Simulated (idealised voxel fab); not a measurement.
The following process module bears the name voxel capacitor over wiring.
For reference, the cross-section in this document is cut, with width 155 nm and square cells of 5 nm.
Cross-section = grid of square cells, listed top down in bands; band = one or more rows. It is stipulated that each band's entry specify, in nanometres, the height of the top of the band and then that of its bottom, followed by the materials of the band in left-to-right sequence, each together with its width in nanometres. A single material marked by the word "all across" is understood to fill the band from edge to edge; the word "air" is understood to denote empty space. A quick word on heights: they are counted from 0, and under that level the wafer as it came to us is one material throughout. The lowest band is different from the rest in having no bottom; it simply continues downward, written as in "0 nm and below". The width entry "30..40" should be interpreted row by row: the top row of cells in the band takes the first number, the bottom row takes the second number, and the change between adjacent rows is uniform throughout. Step note "no modification" = no cross-section cell changed. You'll see "Enclosed empty spaces" listing empty spaces that have no way open to the top, as long as they're 8 cells or more; the notation is width x height at distance, where the distance is from the left edge, and all of it is in nm. The remark found on a step's line after its settings is issued by the simulator itself and pertains to that step. You can add "overlay nm" to a step's line. For a step with a mask, it describes how far the mask lay to the right of its planned position, and a negative number describes a lay to the left. Guide to the pairs. Each holds a before and an after cross-section around one process step; the after cross-section is cut off at the lowest band that changed. Look under the pair for the step between them and its settings. Pairs can come from different runs of this module on the same starting wafer, so a pair follows on from the one above it only where its entry headed "Before processing" says it does.
### Before processing
- 0 nm and below  Si all across
- Enclosed empty spaces: none
### Step Outcome
- 15 nm to 0 nm  SiO2 all across
- Below 0, the layers are the same as they were.
- Enclosed empty spaces: none
The before and after cross-sections above differ by one step: op CONFORMAL_DEP | material SiO2 | thk nm 15
Before processing: refer to the pair immediately above; the cross-section shown after its step is the state before this one.
### Step Outcome
- 20 nm to 15 nm  SiCN all across
- Below 15, the layers are the same as they were.
- Enclosed empty spaces: none
The before and after cross-sections above differ by one step: op CONFORMAL_DEP | material SiCN | thk nm 5
Before processing: refer to the pair immediately above; the cross-section shown after its step is the state before this one.
### Step Outcome
- 40 nm to 20 nm  SiO2 all across
- Below 20, the layers are the same as they were.
- Enclosed empty spaces: none
The before and after cross-sections above differ by one step: op DIRECTIONAL_DEP | material SiO2 | thk nm 20
Before processing: refer to the pair immediately above; the cross-section shown after its step is the state before this one.
### Step Outcome
- 50 nm to 40 nm  aC all across
- Below 40, the layers are the same as they were.
- Enclosed empty spaces: none
The before and after cross-sections above differ by one step: op DIRECTIONAL_DEP | material aC | thk nm 10
Before processing: refer to the pair immediately above; the cross-section shown after its step is the state before this one.
### Step Outcome
- 80 nm to 50 nm  resist: 20  air: 30  resist: 55  air: 30  resist: 20
- Below 50, the layers are the same as they were.
- Enclosed empty spaces: none
The before and after cross-sections above differ by one step: op PATTERN | tone open | mask id METAL_1 | material resist | width nm 30 | pitch nm 85 | thk nm 30 | overlay nm 0
Before processing: refer to the pair immediately above; the cross-section shown after its step is the state before this one.
### Step Outcome
- 70 nm to 50 nm  resist: 20  air: 30  resist: 55  air: 30  resist: 20
- 50 nm to 40 nm  aC: 20  air: 30  aC: 55  air: 30  aC: 20
- Below 40, the layers are the same as they were.
- Enclosed empty spaces: none
The before and after cross-sections above differ by one step: op DIRECTIONAL_ETCH | etch materials aC | depth nm 10
Before processing: refer to the pair immediately above; the cross-section shown after its step is the state before this one.
### Step Outcome
- 50 nm to 40 nm  aC: 20  air: 30  aC: 55  air: 30  aC: 20
- Below 40, the layers are the same as they were.
- Enclosed empty spaces: none
The before and after cross-sections above differ by one step: op STRIP | etch materials resist
Before processing: refer to the pair immediately above; the cross-section shown after its step is the state before this one.
### Step Outcome
- 50 nm to 40 nm  aC: 20  air: 30  aC: 55  air: 30  aC: 20
- 40 nm to 20 nm  SiO2: 20  air: 30  SiO2: 55  air: 30  SiO2: 20
- Below 20, the layers are the same as they were.
- Enclosed empty spaces: none
The before and after cross-sections above differ by one step: op DIRECTIONAL_ETCH | etch materials SiO2 | depth nm 20
Before processing: refer to the pair immediately above; the cross-section shown after its step is the state before this one.
### Step Outcome
- 50 nm to 40 nm  aC: 20  air: 30  aC: 55  air: 30  aC: 20
- 40 nm to 20 nm  SiO2: 20  air: 30  SiO2: 55  air: 30  SiO2: 20
- 20 nm to 15 nm  SiCN: 20  air: 30  SiCN: 55  air: 30  SiCN: 20
- Below 15, the layers are the same as they were.
- Enclosed empty spaces: none
The before and after cross-sections above differ by one step: op DIRECTIONAL_ETCH | etch materials SiCN | depth nm 5
Before processing: refer to the pair immediately above; the cross-section shown after its step is the state before this one.
### Step Outcome
- 40 nm to 20 nm  SiO2: 20  air: 30  SiO2: 55  air: 30  SiO2: 20
- Below 20, the layers are the same as they were.
- Enclosed empty spaces: none
The before and after cross-sections above differ by one step: op STRIP | etch materials aC
Before processing: refer to the pair immediately above; the cross-section shown after its step is the state before this one.
### Step Outcome
- 45 nm to 40 nm  TiN: 25  air: 20  TiN: 65  air: 20  TiN: 25
- 40 nm to 20 nm  SiO2: 20  TiN: 5  air: 20  TiN: 5  SiO2: 55  TiN: 5  air: 20  TiN: 5  SiO2: 20
- 20 nm to 15 nm  SiCN: 20  TiN: 30  SiCN: 55  TiN: 30  SiCN: 20
- Below 15, the layers are the same as they were.
- Enclosed empty spaces: none
The before and after cross-sections above differ by one step: op CONFORMAL_DEP | material TiN | thk nm 5
Before processing: refer to the pair immediately above; the cross-section shown after its step is the state before this one.
### Step Outcome
- 55 nm to 45 nm  Cu all across
- 45 nm to 40 nm  TiN: 25  Cu: 20  TiN: 65  Cu: 20  TiN: 25
- 40 nm to 20 nm  SiO2: 20  TiN: 5  Cu: 20  TiN: 5  SiO2: 55  TiN: 5  Cu: 20  TiN: 5  SiO2: 20
- Below 20, the layers are the same as they were.
- Enclosed empty spaces: none
The before and after cross-sections above differ by one step: op FILL_DEP | material Cu | thk nm 10
Before processing: refer to the pair immediately above; the cross-section shown after its step is the state before this one.
### Step Outcome
- 40 nm to 20 nm  SiO2: 20  TiN: 5  Cu: 20  TiN: 5  SiO2: 55  TiN: 5  Cu: 20  TiN: 5  SiO2: 20
- Below 20, the layers are the same as they were.
- Enclosed empty spaces: none
The before and after cross-sections above differ by one step: op CMP | height nm 40
Before processing: refer to the pair immediately above; the cross-section shown after its step is the state before this one.
### Step Outcome
- 45 nm to 40 nm  air: 15  Ru: 40  air: 45  Ru: 40  air: 15
- Below 40, the layers are the same as they were.
- Enclosed empty spaces: none
The before and after cross-sections above differ by one step: op EPI | material Ru | thk nm 5
Before processing: refer to the pair immediately above; the cross-section shown after its step is the state before this one.
### Step Outcome
- 50 nm to 45 nm  SiCN all across
- 45 nm to 40 nm  SiCN: 15  Ru: 40  SiCN: 45  Ru: 40  SiCN: 15
- Below 40, the layers are the same as they were.
- Enclosed empty spaces: none
The before and after cross-sections above differ by one step: op FILL_DEP | material SiCN | thk nm 5
Before processing: refer to the pair immediately above; the cross-section shown after its step is the state before this one.
### Step Outcome
- 70 nm to 50 nm  lowk all across
- Below 50, the layers are the same as they were.
- Enclosed empty spaces: none
The before and after cross-sections above differ by one step: op DIRECTIONAL_DEP | material lowk | thk nm 20
Before processing: refer to the pair immediately above; the cross-section shown after its step is the state before this one.
### Step Outcome
- 80 nm to 70 nm  aC all across
- Below 70, the layers are the same as they were.
- Enclosed empty spaces: none
The before and after cross-sections above differ by one step: op DIRECTIONAL_DEP | material aC | thk nm 10
Before processing: refer to the pair immediately above; the cross-section shown after its step is the state before this one.
### Step Outcome
- 110 nm to 80 nm  resist: 35  air: 15  resist: 105
- Below 80, the layers are the same as they were.
- Enclosed empty spaces: none
The before and after cross-sections above differ by one step: op PATTERN | tone open | mask id PLUG_1 | material resist | width nm 15 | thk nm 30 | overlay nm 0
Before processing: refer to the pair immediately above; the cross-section shown after its step is the state before this one.
### Step Outcome
- 100 nm to 80 nm  resist: 35  air: 15  resist: 105
- 80 nm to 70 nm  aC: 35  air: 15  aC: 105
- Below 70, the layers are the same as they were.
- Enclosed empty spaces: none
The before and after cross-sections above differ by one step: op DIRECTIONAL_ETCH | etch materials aC | depth nm 10
Before processing: refer to the pair immediately above; the cross-section shown after its step is the state before this one.
### Step Outcome
- 80 nm to 70 nm  aC: 35  air: 15  aC: 105
- Below 70, the layers are the same as they were.
- Enclosed empty spaces: none
The before and after cross-sections above differ by one step: op STRIP | etch materials resist
Before processing: refer to the pair immediately above; the cross-section shown after its step is the state before this one.
### Step Outcome
- 80 nm to 70 nm  aC: 35  air: 15  aC: 105
- 70 nm to 50 nm  lowk: 35  air: 15  lowk: 105
- Below 50, the layers are the same as they were.
- Enclosed empty spaces: none
The before and after cross-sections above differ by one step: op DIRECTIONAL_ETCH | etch materials lowk | depth nm 20
Before processing: refer to the pair immediately above; the cross-section shown after its step is the state before this one.
### Step Outcome
- 80 nm to 70 nm  aC: 35  air: 15  aC: 105
- 70 nm to 50 nm  lowk: 35  air: 15  lowk: 105
- 50 nm to 45 nm  SiCN: 35  air: 15  SiCN: 105
- Below 45, the layers are the same as they were.
- Enclosed empty spaces: none
The before and after cross-sections above differ by one step: op DIRECTIONAL_ETCH | etch materials SiCN | depth nm 5
Before processing: refer to the pair immediately above; the cross-section shown after its step is the state before this one.
### Step Outcome
- 70 nm to 50 nm  lowk: 35  air: 15  lowk: 105
- Below 50, the layers are the same as they were.
- Enclosed empty spaces: none
The before and after cross-sections above differ by one step: op STRIP | etch materials aC
Before processing: refer to the pair immediately above; the cross-section shown after its step is the state before this one.
### Step Outcome
- 70 nm to 55 nm  lowk: 35  air: 15  lowk: 105
- 55 nm to 50 nm  lowk: 35  Ru: 15  lowk: 105
- 50 nm to 45 nm  SiCN: 35  Ru: 15  SiCN: 105
- Below 45, the layers are the same as they were.
- Enclosed empty spaces: none
The before and after cross-sections above differ by one step: op EPI | material Ru | thk nm 10
Before processing: refer to the pair immediately above; the cross-section shown after its step is the state before this one.
### Step Outcome
- 70 nm to 65 nm  lowk: 35  air: 15  lowk: 105
- 65 nm to 50 nm  lowk: 35  Ru: 15  lowk: 105
- Below 50, the layers are the same as they were.
- Enclosed empty spaces: none
The before and after cross-sections above differ by one step: op EPI | material Ru | thk nm 10
Before processing: refer to the pair immediately above; the cross-section shown after its step is the state before this one.
### Step Outcome
- 70 nm to 50 nm  lowk: 35  Ru: 15  lowk: 105
- Below 50, the layers are the same as they were.
- Enclosed empty spaces: none
The before and after cross-sections above differ by one step: op EPI | material Ru | thk nm 5
Before processing: refer to the pair immediately above; the cross-section shown after its step is the state before this one.
### Step Outcome
- 75 nm to 70 nm  TiN all across
- Below 70, the layers are the same as they were.
- Enclosed empty spaces: none
The before and after cross-sections above differ by one step: op DIRECTIONAL_DEP | material TiN | thk nm 5
Before processing: refer to the pair immediately above; the cross-section shown after its step is the state before this one.
### Step Outcome
- 80 nm to 75 nm  HfO2 all across
- Below 75, the layers are the same as they were.
- Enclosed empty spaces: none
The before and after cross-sections above differ by one step: op DIRECTIONAL_DEP | material HfO2 | thk nm 5
Before processing: refer to the pair immediately above; the cross-section shown after its step is the state before this one.
### Step Outcome
- 85 nm to 80 nm  TiN all across
- Below 80, the layers are the same as they were.
- Enclosed empty spaces: none
The before and after cross-sections above differ by one step: op DIRECTIONAL_DEP | material TiN | thk nm 5
Before processing: refer to the pair immediately above; the cross-section shown after its step is the state before this one.
### Step Outcome
- 100 nm to 85 nm  air: 35  resist: 60  air: 60
- Below 85, the layers are the same as they were.
- Enclosed empty spaces: none
The before and after cross-sections above differ by one step: op PATTERN | tone cover | mask id UPPER_PLATE | material resist | width nm 60 | thk nm 15 | overlay nm 0
Before processing: refer to the pair immediately above; the cross-section shown after its step is the state before this one.
### Step Outcome
- 100 nm to 85 nm  air: 35  resist: 60  air: 60
- 85 nm to 80 nm  air: 35  TiN: 60  air: 60
- Below 80, the layers are the same as they were.
- Enclosed empty spaces: none
The before and after cross-sections above differ by one step: op DIRECTIONAL_ETCH | etch materials TiN | depth nm 5
Before processing: refer to the pair immediately above; the cross-section shown after its step is the state before this one.
### Step Outcome
- 100 nm to 85 nm  air: 35  resist: 60  air: 60
- 85 nm to 80 nm  air: 35  TiN: 60  air: 60
- 80 nm to 75 nm  air: 35  HfO2: 60  air: 60
- Below 75, the layers are the same as they were.
- Enclosed empty spaces: none
The before and after cross-sections above differ by one step: op DIRECTIONAL_ETCH | etch materials HfO2 | depth nm 5
Before processing: refer to the pair immediately above; the cross-section shown after its step is the state before this one.
### Step Outcome
- 85 nm to 80 nm  air: 35  TiN: 60  air: 60
- Below 80, the layers are the same as they were.
- Enclosed empty spaces: none
The before and after cross-sections above differ by one step: op STRIP | etch materials resist
Before processing: refer to the pair immediately above; the cross-section shown after its step is the state before this one.
### Step Outcome
- 100 nm to 90 nm  air: 35  aC: 60  air: 60
- 90 nm to 85 nm  aC all across
- 85 nm to 80 nm  aC: 35  TiN: 60  aC: 60
- 80 nm to 75 nm  aC: 35  HfO2: 60  aC: 60
- Below 75, the layers are the same as they were.
- Enclosed empty spaces: none
The before and after cross-sections above differ by one step: op DIRECTIONAL_DEP | material aC | thk nm 15
Before processing: refer to the pair immediately above; the cross-section shown after its step is the state before this one.
### Step Outcome
- 135 nm to 100 nm  air: 30  resist: 70  air: 55
- 100 nm to 90 nm  air: 30  resist: 5  aC: 60  resist: 5  air: 55
- Below 90, the layers are the same as they were.
- Enclosed empty spaces: none
The before and after cross-sections above differ by one step: op PATTERN | tone cover | mask id LOWER_PLATE | material resist | width nm 70 | thk nm 35 | overlay nm 0
Before processing: refer to the pair immediately above; the cross-section shown after its step is the state before this one.
### Step Outcome
- 120 nm to 100 nm  air: 30  resist: 70  air: 55
- 100 nm to 90 nm  air: 30  resist: 5  aC: 60  resist: 5  air: 55
- 90 nm to 85 nm  air: 30  aC: 70  air: 55
- 85 nm to 80 nm  air: 30  aC: 5  TiN: 60  aC: 5  air: 55
- 80 nm to 75 nm  air: 30  aC: 5  HfO2: 60  aC: 5  air: 55
- Below 75, the layers are the same as they were.
- Enclosed empty spaces: none
The before and after cross-sections above differ by one step: op DIRECTIONAL_ETCH | etch materials aC | depth nm 15
Before processing: refer to the pair immediately above; the cross-section shown after its step is the state before this one.
### Step Outcome
- 100 nm to 90 nm  air: 35  aC: 60  air: 60
- Below 90, the layers are the same as they were.
- Enclosed empty spaces: none
The before and after cross-sections above differ by one step: op STRIP | etch materials resist
Before processing: refer to the pair immediately above; the cross-section shown after its step is the state before this one.
### Step Outcome
- 100 nm to 90 nm  air: 35  aC: 60  air: 60
- 90 nm to 85 nm  air: 30  aC: 70  air: 55
- 85 nm to 80 nm  air: 30  aC: 5  TiN: 60  aC: 5  air: 55
- 80 nm to 75 nm  air: 30  aC: 5  HfO2: 60  aC: 5  air: 55
- 75 nm to 70 nm  air: 30  TiN: 70  air: 55
- Below 70, the layers are the same as they were.
- Enclosed empty spaces: none
The before and after cross-sections above differ by one step: op DIRECTIONAL_ETCH | etch materials TiN | depth nm 5
Before processing: refer to the pair immediately above; the cross-section shown after its step is the state before this one.
### Step Outcome
- 85 nm to 80 nm  air: 35  TiN: 60  air: 60
- 80 nm to 75 nm  air: 35  HfO2: 60  air: 60
- Below 75, the layers are the same as they were.
- Enclosed empty spaces: none
The before and after cross-sections above differ by one step: op STRIP | etch materials aC
Before processing: refer to the pair immediately above; the cross-section shown after its step is the state before this one.
### Step Outcome
- 100 nm to 85 nm  SiO2 all across
- 85 nm to 80 nm  SiO2: 35  TiN: 60  SiO2: 60
- 80 nm to 75 nm  SiO2: 35  HfO2: 60  SiO2: 60
- 75 nm to 70 nm  SiO2: 30  TiN: 70  SiO2: 55
- Below 70, the layers are the same as they were.
- Enclosed empty spaces: none
The before and after cross-sections above differ by one step: op FILL_DEP | material SiO2 | thk nm 15
Before processing: refer to the pair immediately above; the cross-section shown after its step is the state before this one.
### Step Outcome
- 95 nm to 85 nm  SiO2 all across
- Below 85, the layers are the same as they were.
- Enclosed empty spaces: none
The before and after cross-sections above differ by one step: op CMP | height nm 95
Before processing: refer to the pair immediately above; the cross-section shown after its step is the state before this one.
### Step Outcome
- 95 nm to 85 nm  SiO2: 45  air: 15  SiO2: 95
- Below 85, the layers are the same as they were.
- Enclosed empty spaces: none
The before and after cross-sections above differ by one step: op MASKED_ETCH | tone open | mask id PLUG_2 | width nm 15 | etch materials SiO2 | depth nm 10 | overlay nm 0
Before processing: refer to the pair immediately above; the cross-section shown after its step is the state before this one.
### Step Outcome
- 100 nm to 95 nm  TiN: 50  air: 5  TiN: 100
- 95 nm to 90 nm  SiO2: 45  TiN: 5  air: 5  TiN: 5  SiO2: 95
- 90 nm to 80 nm  SiO2: 45..35  TiN: 15..60  SiO2: 95..60
- Below 80, the layers are the same as they were.
- Enclosed empty spaces: none
The before and after cross-sections above differ by one step: op CONFORMAL_DEP | material TiN | thk nm 5
Before processing: refer to the pair immediately above; the cross-section shown after its step is the state before this one.
### Step Outcome
- 110 nm to 100 nm  W all across
- 100 nm to 95 nm  TiN: 50  W: 5  TiN: 100
- 95 nm to 90 nm  SiO2: 45  TiN: 5  W: 5  TiN: 5  SiO2: 95
- Below 90, the layers are the same as they were.
- Enclosed empty spaces: none
The before and after cross-sections above differ by one step: op FILL_DEP | material W | thk nm 10
Before processing: refer to the pair immediately above; the cross-section shown after its step is the state before this one.
### Step Outcome
- 95 nm to 90 nm  SiO2: 45  TiN: 5  W: 5  TiN: 5  SiO2: 95
- Below 90, the layers are the same as they were.
- Enclosed empty spaces: none
The before and after cross-sections above differ by one step: op CMP | height nm 95
Before processing: refer to the pair immediately above; the cross-section shown after its step is the state before this one.
### Step Outcome
- 100 nm to 95 nm  SiCN all across
- Below 95, the layers are the same as they were.
- Enclosed empty spaces: none
The before and after cross-sections above differ by one step: op CONFORMAL_DEP | material SiCN | thk nm 5
### Before processing
- 55 nm to 45 nm  Cu all across
- 45 nm to 40 nm  TiN: 25  Cu: 20  TiN: 65  Cu: 20  TiN: 25
- 40 nm to 20 nm  SiO2: 20  TiN: 5  Cu: 20  TiN: 5  SiO2: 55  TiN: 5  Cu: 20  TiN: 5  SiO2: 20
- 20 nm to 15 nm  SiCN: 20  TiN: 30  SiCN: 55  TiN: 30  SiCN: 20
- 15 nm to 0 nm  SiO2 all across
- 0 nm and below  Si all across
- Enclosed empty spaces: none
### Step Outcome
- 60 nm to 55 nm  Ru all across
- Below 55, the layers are the same as they were.
- Enclosed empty spaces: none
The before and after cross-sections above differ by one step: op EPI | material Ru | thk nm 5
Before processing: refer to the pair immediately above; the cross-section shown after its step is the state before this one.
### Step Outcome
- 65 nm to 60 nm  SiCN all across
- Below 60, the layers are the same as they were.
- Enclosed empty spaces: none
The before and after cross-sections above differ by one step: op FILL_DEP | material SiCN | thk nm 5
Before processing: refer to the pair immediately above; the cross-section shown after its step is the state before this one.
### Step Outcome
- 85 nm to 65 nm  lowk all across
- Below 65, the layers are the same as they were.
- Enclosed empty spaces: none
The before and after cross-sections above differ by one step: op DIRECTIONAL_DEP | material lowk | thk nm 20
Before processing: refer to the pair immediately above; the cross-section shown after its step is the state before this one.
### Step Outcome
- 95 nm to 85 nm  aC all across
- Below 85, the layers are the same as they were.
- Enclosed empty spaces: none
The before and after cross-sections above differ by one step: op DIRECTIONAL_DEP | material aC | thk nm 10
Before processing: refer to the pair immediately above; the cross-section shown after its step is the state before this one.
### Step Outcome
- 125 nm to 95 nm  resist: 35  air: 15  resist: 105
- Below 95, the layers are the same as they were.
- Enclosed empty spaces: none
The before and after cross-sections above differ by one step: op PATTERN | tone open | mask id PLUG_1 | material resist | width nm 15 | thk nm 30 | overlay nm 0
Before processing: refer to the pair immediately above; the cross-section shown after its step is the state before this one.
### Step Outcome
- 115 nm to 95 nm  resist: 35  air: 15  resist: 105
- 95 nm to 85 nm  aC: 35  air: 15  aC: 105
- Below 85, the layers are the same as they were.
- Enclosed empty spaces: none
The before and after cross-sections above differ by one step: op DIRECTIONAL_ETCH | etch materials aC | depth nm 10
Before processing: refer to the pair immediately above; the cross-section shown after its step is the state before this one.
### Step Outcome
- 95 nm to 85 nm  aC: 35  air: 15  aC: 105
- Below 85, the layers are the same as they were.
- Enclosed empty spaces: none
The before and after cross-sections above differ by one step: op STRIP | etch materials resist
Before processing: refer to the pair immediately above; the cross-section shown after its step is the state before this one.
### Step Outcome
- 95 nm to 85 nm  aC: 35  air: 15  aC: 105
- 85 nm to 65 nm  lowk: 35  air: 15  lowk: 105
- Below 65, the layers are the same as they were.
- Enclosed empty spaces: none
The before and after cross-sections above differ by one step: op DIRECTIONAL_ETCH | etch materials lowk | depth nm 20
Before processing: refer to the pair immediately above; the cross-section shown after its step is the state before this one.
### Step Outcome
- 95 nm to 85 nm  aC: 35  air: 15  aC: 105
- 85 nm to 65 nm  lowk: 35  air: 15  lowk: 105
- 65 nm to 60 nm  SiCN: 35  air: 15  SiCN: 105
- Below 60, the layers are the same as they were.
- Enclosed empty spaces: none
The before and after cross-sections above differ by one step: op DIRECTIONAL_ETCH | etch materials SiCN | depth nm 5
Before processing: refer to the pair immediately above; the cross-section shown after its step is the state before this one.
### Step Outcome
- 85 nm to 65 nm  lowk: 35  air: 15  lowk: 105
- Below 65, the layers are the same as they were.
- Enclosed empty spaces: none
The before and after cross-sections above differ by one step: op STRIP | etch materials aC
Before processing: refer to the pair immediately above; the cross-section shown after its step is the state before this one.
### Step Outcome
- 85 nm to 70 nm  lowk: 35  air: 15  lowk: 105
- 70 nm to 65 nm  lowk: 35  Ru: 15  lowk: 105
- 65 nm to 60 nm  SiCN: 35  Ru: 15  SiCN: 105
- Below 60, the layers are the same as they were.
- Enclosed empty spaces: none
The before and after cross-sections above differ by one step: op EPI | material Ru | thk nm 10
Before processing: refer to the pair immediately above; the cross-section shown after its step is the state before this one.
### Step Outcome
- 85 nm to 80 nm  lowk: 35  air: 15  lowk: 105
- 80 nm to 65 nm  lowk: 35  Ru: 15  lowk: 105
- Below 65, the layers are the same as they were.
- Enclosed empty spaces: none
The before and after cross-sections above differ by one step: op EPI | material Ru | thk nm 10
Before processing: refer to the pair immediately above; the cross-section shown after its step is the state before this one.
### Step Outcome
- 85 nm to 65 nm  lowk: 35  Ru: 15  lowk: 105
- Below 65, the layers are the same as they were.
- Enclosed empty spaces: none
The before and after cross-sections above differ by one step: op EPI | material Ru | thk nm 5
Before processing: refer to the pair immediately above; the cross-section shown after its step is the state before this one.
### Step Outcome
- 90 nm to 85 nm  TiN all across
- Below 85, the layers are the same as they were.
- Enclosed empty spaces: none
The before and after cross-sections above differ by one step: op DIRECTIONAL_DEP | material TiN | thk nm 5
Before processing: refer to the pair immediately above; the cross-section shown after its step is the state before this one.
### Step Outcome
- 95 nm to 90 nm  HfO2 all across
- Below 90, the layers are the same as they were.
- Enclosed empty spaces: none
The before and after cross-sections above differ by one step: op DIRECTIONAL_DEP | material HfO2 | thk nm 5
Before processing: refer to the pair immediately above; the cross-section shown after its step is the state before this one.
### Step Outcome
- 100 nm to 95 nm  TiN all across
- Below 95, the layers are the same as they were.
- Enclosed empty spaces: none
The before and after cross-sections above differ by one step: op DIRECTIONAL_DEP | material TiN | thk nm 5
Before processing: refer to the pair immediately above; the cross-section shown after its step is the state before this one.
### Step Outcome
- 115 nm to 100 nm  air: 35  resist: 60  air: 60
- Below 100, the layers are the same as they were.
- Enclosed empty spaces: none
The before and after cross-sections above differ by one step: op PATTERN | tone cover | mask id UPPER_PLATE | material resist | width nm 60 | thk nm 15 | overlay nm 0
Before processing: refer to the pair immediately above; the cross-section shown after its step is the state before this one.
### Step Outcome
- 115 nm to 100 nm  air: 35  resist: 60  air: 60
- 100 nm to 95 nm  air: 35  TiN: 60  air: 60
- Below 95, the layers are the same as they were.
- Enclosed empty spaces: none
The before and after cross-sections above differ by one step: op DIRECTIONAL_ETCH | etch materials TiN | depth nm 5
Before processing: refer to the pair immediately above; the cross-section shown after its step is the state before this one.
### Step Outcome
- 115 nm to 100 nm  air: 35  resist: 60  air: 60
- 100 nm to 95 nm  air: 35  TiN: 60  air: 60
- 95 nm to 90 nm  air: 35  HfO2: 60  air: 60
- Below 90, the layers are the same as they were.
- Enclosed empty spaces: none
The before and after cross-sections above differ by one step: op DIRECTIONAL_ETCH | etch materials HfO2 | depth nm 5
Before processing: refer to the pair immediately above; the cross-section shown after its step is the state before this one.
### Step Outcome
- 100 nm to 95 nm  air: 35  TiN: 60  air: 60
- Below 95, the layers are the same as they were.
- Enclosed empty spaces: none
The before and after cross-sections above differ by one step: op STRIP | etch materials resist
Before processing: refer to the pair immediately above; the cross-section shown after its step is the state before this one.
### Step Outcome
- 115 nm to 105 nm  air: 35  aC: 60  air: 60
- 105 nm to 100 nm  aC all across
- 100 nm to 95 nm  aC: 35  TiN: 60  aC: 60
- 95 nm to 90 nm  aC: 35  HfO2: 60  aC: 60
- Below 90, the layers are the same as they were.
- Enclosed empty spaces: none
The before and after cross-sections above differ by one step: op DIRECTIONAL_DEP | material aC | thk nm 15
Before processing: refer to the pair immediately above; the cross-section shown after its step is the state before this one.
### Step Outcome
- 150 nm to 115 nm  air: 30  resist: 70  air: 55
- 115 nm to 105 nm  air: 30  resist: 5  aC: 60  resist: 5  air: 55
- Below 105, the layers are the same as they were.
- Enclosed empty spaces: none
The before and after cross-sections above differ by one step: op PATTERN | tone cover | mask id LOWER_PLATE | material resist | width nm 70 | thk nm 35 | overlay nm 0
Before processing: refer to the pair immediately above; the cross-section shown after its step is the state before this one.
### Step Outcome
- 135 nm to 115 nm  air: 30  resist: 70  air: 55
- 115 nm to 105 nm  air: 30  resist: 5  aC: 60  resist: 5  air: 55
- 105 nm to 100 nm  air: 30  aC: 70  air: 55
- 100 nm to 95 nm  air: 30  aC: 5  TiN: 60  aC: 5  air: 55
- 95 nm to 90 nm  air: 30  aC: 5  HfO2: 60  aC: 5  air: 55
- Below 90, the layers are the same as they were.
- Enclosed empty spaces: none
The before and after cross-sections above differ by one step: op DIRECTIONAL_ETCH | etch materials aC | depth nm 15
Before processing: refer to the pair immediately above; the cross-section shown after its step is the state before this one.
### Step Outcome
- 115 nm to 105 nm  air: 35  aC: 60  air: 60
- Below 105, the layers are the same as they were.
- Enclosed empty spaces: none
The before and after cross-sections above differ by one step: op STRIP | etch materials resist
Before processing: refer to the pair immediately above; the cross-section shown after its step is the state before this one.
### Step Outcome
- 115 nm to 105 nm  air: 35  aC: 60  air: 60
- 105 nm to 100 nm  air: 30  aC: 70  air: 55
- 100 nm to 95 nm  air: 30  aC: 5  TiN: 60  aC: 5  air: 55
- 95 nm to 90 nm  air: 30  aC: 5  HfO2: 60  aC: 5  air: 55
- 90 nm to 85 nm  air: 30  TiN: 70  air: 55
- Below 85, the layers are the same as they were.
- Enclosed empty spaces: none
The before and after cross-sections above differ by one step: op DIRECTIONAL_ETCH | etch materials TiN | depth nm 5
Before processing: refer to the pair immediately above; the cross-section shown after its step is the state before this one.
### Step Outcome
- 100 nm to 95 nm  air: 35  TiN: 60  air: 60
- 95 nm to 90 nm  air: 35  HfO2: 60  air: 60
- Below 90, the layers are the same as they were.
- Enclosed empty spaces: none
The before and after cross-sections above differ by one step: op STRIP | etch materials aC
Before processing: refer to the pair immediately above; the cross-section shown after its step is the state before this one.
### Step Outcome
- 115 nm to 100 nm  SiO2 all across
- 100 nm to 95 nm  SiO2: 35  TiN: 60  SiO2: 60
- 95 nm to 90 nm  SiO2: 35  HfO2: 60  SiO2: 60
- 90 nm to 85 nm  SiO2: 30  TiN: 70  SiO2: 55
- Below 85, the layers are the same as they were.
- Enclosed empty spaces: none
The before and after cross-sections above differ by one step: op FILL_DEP | material SiO2 | thk nm 15
Before processing: refer to the pair immediately above; the cross-section shown after its step is the state before this one.
### Step Outcome
- 95 nm to 90 nm  SiO2: 35  HfO2: 60  SiO2: 60
- Below 90, the layers are the same as they were.
- Enclosed empty spaces: none
The before and after cross-sections above differ by one step: op CMP | height nm 95
Before processing: refer to the pair immediately above; the cross-section shown after its step is the state before this one.
### Step Outcome
- 100 nm to 95 nm  TiN all across
- Below 95, the layers are the same as they were.
- Enclosed empty spaces: none
The before and after cross-sections above differ by one step: op CONFORMAL_DEP | material TiN | thk nm 5
Before processing: refer to the pair immediately above; the cross-section shown after its step is the state before this one.
### Step Outcome
- 110 nm to 100 nm  W all across
- Below 100, the layers are the same as they were.
- Enclosed empty spaces: none
The before and after cross-sections above differ by one step: op FILL_DEP | material W | thk nm 10
Before processing: refer to the pair immediately above; the cross-section shown after its step is the state before this one.
### Step Outcome
- 95 nm to 90 nm  SiO2: 35  HfO2: 60  SiO2: 60
- Below 90, the layers are the same as they were.
- Enclosed empty spaces: none
The before and after cross-sections above differ by one step: op CMP | height nm 95
Before processing: refer to the pair immediately above; the cross-section shown after its step is the state before this one.
### Step Outcome
- 100 nm to 95 nm  SiCN all across
- Below 95, the layers are the same as they were.
- Enclosed empty spaces: none
The before and after cross-sections above differ by one step: op CONFORMAL_DEP | material SiCN | thk nm 5
### Before processing
- 70 nm to 50 nm  lowk all across
- 50 nm to 45 nm  SiCN all across
- 45 nm to 40 nm  SiCN: 15  Ru: 40  SiCN: 45  Ru: 40  SiCN: 15
- 40 nm to 20 nm  SiO2: 20  TiN: 5  Cu: 20  TiN: 5  SiO2: 55  TiN: 5  Cu: 20  TiN: 5  SiO2: 20
- 20 nm to 15 nm  SiCN: 20  TiN: 30  SiCN: 55  TiN: 30  SiCN: 20
- 15 nm to 0 nm  SiO2 all across
- 0 nm and below  Si all across
- Enclosed empty spaces: none
### Step Outcome
- 90 nm to 50 nm  lowk all across
- Below 50, the layers are the same as they were.
- Enclosed empty spaces: none
The before and after cross-sections above differ by one step: op DIRECTIONAL_DEP | material lowk | thk nm 20
Before processing: refer to the pair immediately above; the cross-section shown after its step is the state before this one.
### Step Outcome
- 100 nm to 90 nm  aC all across
- Below 90, the layers are the same as they were.
- Enclosed empty spaces: none
The before and after cross-sections above differ by one step: op DIRECTIONAL_DEP | material aC | thk nm 10
Before processing: refer to the pair immediately above; the cross-section shown after its step is the state before this one.
### Step Outcome
- 130 nm to 100 nm  resist: 35  air: 15  resist: 105
- Below 100, the layers are the same as they were.
- Enclosed empty spaces: none
The before and after cross-sections above differ by one step: op PATTERN | tone open | mask id PLUG_1 | material resist | width nm 15 | thk nm 30 | overlay nm 0
